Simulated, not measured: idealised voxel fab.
Presented below is a process module, voxel self aligned vias.
cross-section cut | 180 nm wide | cells 5 nm
For the purposes of this document, a cross-section shall be understood as a grid of square cells, specified as bands listed in top-to-bottom order, each band consisting of one or more rows of cells. Heads up on the band format: heights come first, top then bottom, in nm. After that it's the materials left to right, each with its width in nm. A single material flagged "everywhere" fills the whole band edge to edge, and "air" means there's empty space there. Ref level 0: as-received wafer is one material below here. Bottom band extends down with no lower bound ("0 -> down"). When a width is written as two numbers, as in "30->40", the first number is the width in the top row of cells of the band and the second is the width in its bottom row, and the width changes by the same amount from each row to the next. The cross-section has no changed cell in any step marked "remained the same". Enclosed voids (no open way to top), threshold 8 cells or more, entry "Encapsulated voids", notation width x height at distance, distance from left edge, nm. Past the settings on a step's line: simulator remark, on that step. On any step carrying a mask, the "overlay nm" setting, if present on the step's line, tells how far right of its planned place the mask lay; negative values point to the left.

**The process steps that were planned are listed below**
1,op RECEIVE | material Si
2,op CONFORMAL_DEP | material SiO2 | thk nm 15
3,op CONFORMAL_DEP | material SiCN | thk nm 5
4,op DIRECTIONAL_DEP | material lowk | thk nm 25
5,op DIRECTIONAL_DEP | material aC | thk nm 10
6,op PATTERN | tone open | mask id LINES | material resist | width nm 20 | pitch nm 55 | thk nm 25 | overlay nm 0
7,op DIRECTIONAL_ETCH | etch materials aC | depth nm 10
8,op STRIP | etch materials resist
9,op DIRECTIONAL_ETCH | etch materials lowk | depth nm 25
10,op STRIP | etch materials aC
11,op CONFORMAL_DEP | material TiN | thk nm 5
12,op FILL_DEP | material Ru | thk nm 5
13,op CMP | height nm 45
14,op SELECTIVE_ETCH | etch materials W Ru TiN | depth nm 5
15,op FILL_DEP | material SiN | thk nm 10
16,op CMP | height nm 45
17,op DIRECTIONAL_DEP | material lowk | thk nm 15
18,op PATTERN | tone open | mask id VIAS | material resist | width nm 40 | pitch nm 55 | thk nm 15 | overlay nm 0
19,op DIRECTIONAL_ETCH | etch materials lowk | depth nm 15
20,op DIRECTIONAL_ETCH | etch materials SiN | depth nm 5
21,op STRIP | etch materials resist
22,op CONFORMAL_DEP | material TiN | thk nm 5
23,op FILL_DEP | material W | thk nm 10
24,op CMP | height nm 60
25,op CONFORMAL_DEP | material SiN | thk nm 5

**As received (post step 1): cross-section**
> 0 -> down  Si everywhere
> Encapsulated voids: none

**Final wafer profile in cross-section after the module, from the same start and plan as above, with one mistake made during processing**
> 65 -> 60  SiN everywhere
> 60 -> 50  lowk 15, TiN 5, W 30, TiN 5, lowk 15, TiN 5, W 30, TiN 5, lowk 15, TiN 5, W 30, TiN 5, lowk 15
> 50 -> 45  lowk 15, TiN 40, lowk 15, TiN 40, lowk 15, TiN 40, lowk 15
> 45 -> 40  lowk 25, SiO2 5, TiN 10, SiO2 5, lowk 35, SiO2 5, TiN 10, SiO2 5, lowk 35, SiO2 5, TiN 10, SiO2 5, lowk 25
> 40 -> 25  lowk 25, SiO2 5, Ru 10, SiO2 5, lowk 35, SiO2 5, Ru 10, SiO2 5, lowk 35, SiO2 5, Ru 10, SiO2 5, lowk 25
> 25 -> 20  lowk 25, SiO2 20, lowk 35, SiO2 20, lowk 35, SiO2 20, lowk 25
> 20 -> 15  SiCN everywhere
> 15 -> 0  SiO2 everywhere
> 0 -> down  Si everywhere
> Encapsulated voids: none
What broke from the plan during processing? heads up, step 11 didn't go per plan, it actually ran as op CONFORMAL_DEP | material SiO2 | thk nm 5
